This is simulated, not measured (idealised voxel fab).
voxel self aligned contacts: a process module
In the cross-section labelled cut, the width is 250 nm and each square cell is 5 nm.
Cross-section, as written here: a square-cell grid given band by band from the top down, where a band holds one or more rows of cells.
The entry gives the band's vertical extent as a top height and a bottom height in nm, then its horizontal make-up as materials from left to right, each with a width in nm. "air" stands for empty space; a single material marked "throughout" fills the band edge to edge.
Where do heights start? At 0: under that level the wafer as delivered is made of one material only. And the lowest band has no floor; it just carries on downward, as in "top 0, no bottom".
The notation "30..40" denotes a width that varies across the rows of cells in the band, beginning at the first number in the top row, finishing at the second number in the bottom row, and changing by an identical amount from each row to the next.
Reading "changes: none" for a step: not a cell of the cross-section changed in it.
Heads up: "Enclosed void listing" only lists the empty pockets with no open path to the top that are 8 cells or more, and it writes them as width x height at distance, distance from the left edge, in nm.
Step line, after settings: the simulator's comment on this step.
"overlay nm" on a masked step: distance the mask lay right of its planned place, negative for left.

# Listed below are the process steps as planned
1) RECEIVE, material Si
2) OXIDIZE, depth nm 5
3) DIRECTIONAL_DEP, material polySi, thk nm 30
4) DIRECTIONAL_DEP, material SiN, thk nm 20
5) PATTERN, tone cover, mask id GATE, material resist, width nm 25, pitch nm 60, thk nm 15, overlay nm 0
6) DIRECTIONAL_ETCH, etch materials SiN, depth nm 20
7) DIRECTIONAL_ETCH, etch materials polySi, depth nm 30
8) STRIP, etch materials resist
9) CONFORMAL_DEP, material SiN, thk nm 10
10) DIRECTIONAL_ETCH, etch materials SiN, depth nm 10
11) FILL_DEP, material SiO2, thk nm 10
12) CMP, height nm 55
13) DIRECTIONAL_DEP, material aC, thk nm 15
14) PATTERN, tone open, mask id CONTACT, material resist, width nm 45, thk nm 35, overlay nm 0
15) DIRECTIONAL_ETCH, etch materials aC, depth nm 15
16) STRIP, etch materials resist
17) DIRECTIONAL_ETCH, etch materials SiO2, depth nm 60
18) STRIP, etch materials aC
19) CONFORMAL_DEP, material TiN, thk nm 5
20) FILL_DEP, material W, thk nm 10
21) CMP, height nm 55
22) CONFORMAL_DEP, material SiCN, thk nm 5

# The first of two wafers, run as planned

# Cross-section of the wafer upon arrival, representing the state reached after step 1
- top 0, no bottom: Si throughout
- Enclosed void listing: none

# Step 2 complete: cross-section through the wafer
- top 0, bottom -5: SiO2 throughout
- For the remainder of the cross-section, below -5, there is no change.

# Step 3 complete: cross-section through the wafer
- top 30, bottom 0: polySi throughout
- For the remainder of the cross-section, below 0, there is no change.

# Step 4 complete: cross-section through the wafer
- top 50, bottom 30: SiN throughout
- For the remainder of the cross-section, below 30, there is no change.

# Step 5 complete: cross-section through the wafer
- top 65, bottom 50: air: 80, then resist: 25, then air: 35, then resist: 25, then air: 85
- For the remainder of the cross-section, below 50, there is no change.

# Step 6 complete: cross-section through the wafer
- top 65, bottom 50: air: 80, then resist: 25, then air: 35, then resist: 25, then air: 85
- top 50, bottom 30: air: 80, then SiN: 25, then air: 35, then SiN: 25, then air: 85
- For the remainder of the cross-section, below 30, there is no change.

# Step 7 complete: cross-section through the wafer
- top 65, bottom 50: air: 80, then resist: 25, then air: 35, then resist: 25, then air: 85
- top 50, bottom 30: air: 80, then SiN: 25, then air: 35, then SiN: 25, then air: 85
- top 30, bottom 0: air: 80, then polySi: 25, then air: 35, then polySi: 25, then air: 85
- For the remainder of the cross-section, below 0, there is no change.

# Step 8 complete: cross-section through the wafer
- top 50, bottom 30: air: 80, then SiN: 25, then air: 35, then SiN: 25, then air: 85
- For the remainder of the cross-section, below 30, there is no change.

# Step 9 complete: cross-section through the wafer
- top 60, bottom 30: air: 70, then SiN: 45, then air: 15, then SiN: 45, then air: 75
- top 30, bottom 10: air: 70, then SiN: 10, then polySi: 25, then SiN: 10, then air: 15, then SiN: 10, then polySi: 25, then SiN: 10, then air: 75
- top 10, bottom 0: SiN: 80, then polySi: 25, then SiN: 35, then polySi: 25, then SiN: 85
- For the remainder of the cross-section, below 0, there is no change.

# Step 10 complete: cross-section through the wafer
- top 50, bottom 30: air: 70, then SiN: 45, then air: 15, then SiN: 45, then air: 75
- top 30, bottom 0: air: 70, then SiN: 10, then polySi: 25, then SiN: 10, then air: 15, then SiN: 10, then polySi: 25, then SiN: 10, then air: 75
- For the remainder of the cross-section, below 0, there is no change.

# Step 11 complete: cross-section through the wafer
- top 60, bottom 50: SiO2 throughout
- top 50, bottom 30: SiO2: 70, then SiN: 45, then SiO2: 15, then SiN: 45, then SiO2: 75
- top 30, bottom 0: SiO2: 70, then SiN: 10, then polySi: 25, then SiN: 10, then SiO2: 15, then SiN: 10, then polySi: 25, then SiN: 10, then SiO2: 75
- For the remainder of the cross-section, below 0, there is no change.

# Step 12 complete: cross-section through the wafer
- top 55, bottom 50: SiO2 throughout
- For the remainder of the cross-section, below 50, there is no change.

# Step 13 complete: cross-section through the wafer
- top 70, bottom 55: aC throughout
- For the remainder of the cross-section, below 55, there is no change.

# Step 14 complete: cross-section through the wafer
- top 105, bottom 70: resist: 100, then air: 45, then resist: 105
- For the remainder of the cross-section, below 70, there is no change.

# Step 15 complete: cross-section through the wafer
- top 90, bottom 70: resist: 100, then air: 45, then resist: 105
- top 70, bottom 55: aC: 100, then air: 45, then aC: 105
- For the remainder of the cross-section, below 55, there is no change.

# Step 16 complete: cross-section through the wafer
- top 70, bottom 55: aC: 100, then air: 45, then aC: 105
- For the remainder of the cross-section, below 55, there is no change.

# Step 17 complete: cross-section through the wafer
- top 70, bottom 55: aC: 100, then air: 45, then aC: 105
- top 55, bottom 50: SiO2: 100, then air: 45, then SiO2: 105
- top 50, bottom 30: SiO2: 70, then SiN: 45, then air: 15, then SiN: 45, then SiO2: 75
- top 30, bottom 0: SiO2: 70, then SiN: 10, then polySi: 25, then SiN: 10, then air: 15, then SiN: 10, then polySi: 25, then SiN: 10, then SiO2: 75
- top 0, bottom -5: SiO2: 115, then air: 15, then SiO2: 120
- For the remainder of the cross-section, below -5, there is no change.

# Step 18 complete: cross-section through the wafer
- top 55, bottom 50: SiO2: 100, then air: 45, then SiO2: 105
- For the remainder of the cross-section, below 50, there is no change.

# Step 19 complete: cross-section through the wafer
- top 60, bottom 55: TiN: 105, then air: 35, then TiN: 110
- top 55, bottom 50: SiO2: 100, then TiN: 20, then air: 5, then TiN: 20, then SiO2: 105
- top 50, bottom 30: SiO2: 70, then SiN: 45, then TiN: 5, then air: 5, then TiN: 5, then SiN: 45, then SiO2: 75
- top 30, bottom 0: SiO2: 70, then SiN: 10, then polySi: 25, then SiN: 10, then TiN: 5, then air: 5, then TiN: 5, then SiN: 10, then polySi: 25, then SiN: 10, then SiO2: 75
- top 0, bottom -5: SiO2: 115, then TiN: 15, then SiO2: 120
- For the remainder of the cross-section, below -5, there is no change.

# Step 20 complete: cross-section through the wafer
- top 70, bottom 60: W throughout
- top 60, bottom 55: TiN: 105, then W: 35, then TiN: 110
- top 55, bottom 50: SiO2: 100, then TiN: 20, then W: 5, then TiN: 20, then SiO2: 105
- top 50, bottom 30: SiO2: 70, then SiN: 45, then TiN: 5, then W: 5, then TiN: 5, then SiN: 45, then SiO2: 75
- top 30, bottom 0: SiO2: 70, then SiN: 10, then polySi: 25, then SiN: 10, then TiN: 5, then W: 5, then TiN: 5, then SiN: 10, then polySi: 25, then SiN: 10, then SiO2: 75
- For the remainder of the cross-section, below 0, there is no change.

# Step 21 complete: cross-section through the wafer
- top 55, bottom 50: SiO2: 100, then TiN: 20, then W: 5, then TiN: 20, then SiO2: 105
- For the remainder of the cross-section, below 50, there is no change.

# Step 22 complete: cross-section through the wafer
- top 60, bottom 55: SiCN throughout
- For the remainder of the cross-section, below 55, there is no change.

# The second wafer began exactly as the first did and followed the same plan, but one mistake was made while running it; through step 13 inclusive, the two wafers are identical

# The second wafer cut through, at the time step 14 was supposed to be finished
- top 105, bottom 70: air: 100, then resist: 45, then air: 105
- For the remainder of the cross-section, below 70, there is no change.

# The second wafer cut through, at the time step 15 was supposed to be finished
- top 90, bottom 70: air: 100, then resist: 45, then air: 105
- top 70, bottom 55: air: 100, then aC: 45, then air: 105
- For the remainder of the cross-section, below 55, there is no change.

# The second wafer cut through, at the time step 16 was supposed to be finished
- top 70, bottom 55: air: 100, then aC: 45, then air: 105
- For the remainder of the cross-section, below 55, there is no change.

# The second wafer cut through, at the time step 17 was supposed to be finished
- top 70, bottom 55: air: 100, then aC: 45, then air: 105
- top 55, bottom 50: air: 100, then SiO2: 45, then air: 105
- top 50, bottom 30: air: 70, then SiN: 45, then SiO2: 15, then SiN: 45, then air: 75
- top 30, bottom 0: air: 70, then SiN: 10, then polySi: 25, then SiN: 10, then SiO2: 15, then SiN: 10, then polySi: 25, then SiN: 10, then air: 75
- top 0, bottom -5: air: 70, then SiO2: 105, then air: 75
- For the remainder of the cross-section, below -5, there is no change.

# The second wafer cut through, at the time step 18 was supposed to be finished
- top 55, bottom 50: air: 100, then SiO2: 45, then air: 105
- For the remainder of the cross-section, below 50, there is no change.

# The second wafer cut through, at the time step 19 was supposed to be finished
- top 60, bottom 55: air: 95, then TiN: 55, then air: 100
- top 55, bottom 50: air: 65, then TiN: 35, then SiO2: 45, then TiN: 35, then air: 70
- top 50, bottom 30: air: 65, then TiN: 5, then SiN: 45, then SiO2: 15, then SiN: 45, then TiN: 5, then air: 70
- top 30, bottom 0: air: 65, then TiN: 5, then SiN: 10, then polySi: 25, then SiN: 10, then SiO2: 15, then SiN: 10, then polySi: 25, then SiN: 10, then TiN: 5, then air: 70
- top 0, bottom -5: TiN: 70, then SiO2: 105, then TiN: 75
- For the remainder of the cross-section, below -5, there is no change.

# The second wafer cut through, at the time step 20 was supposed to be finished
- top 70, bottom 60: W throughout
- top 60, bottom 55: W: 95, then TiN: 55, then W: 100
- top 55, bottom 50: W: 65, then TiN: 35, then SiO2: 45, then TiN: 35, then W: 70
- top 50, bottom 30: W: 65, then TiN: 5, then SiN: 45, then SiO2: 15, then SiN: 45, then TiN: 5, then W: 70
- top 30, bottom 0: W: 65, then TiN: 5, then SiN: 10, then polySi: 25, then SiN: 10, then SiO2: 15, then SiN: 10, then polySi: 25, then SiN: 10, then TiN: 5, then W: 70
- For the remainder of the cross-section, below 0, there is no change.

# The second wafer cut through, at the time step 21 was supposed to be finished
- top 55, bottom 50: W: 65, then TiN: 35, then SiO2: 45, then TiN: 35, then W: 70
- For the remainder of the cross-section, below 50, there is no change.

# The second wafer cut through, at the time step 22 was supposed to be finished
- top 60, bottom 55: SiCN throughout
- For the remainder of the cross-section, below 55, there is no change.
Heads up, the wafer didn't run the way we planned it: step 14, actual vs plan mismatch, actual run PATTERN, tone cover, mask id CONTACT, material resist, width nm 45, thk nm 35, overlay nm 0
It is noted that, at the conclusion of processing, the second wafer exhibits a higher or lower cell count for certain materials relative to the first: SiO2: 318 fewer | TiN: 32 more | W: 286 more
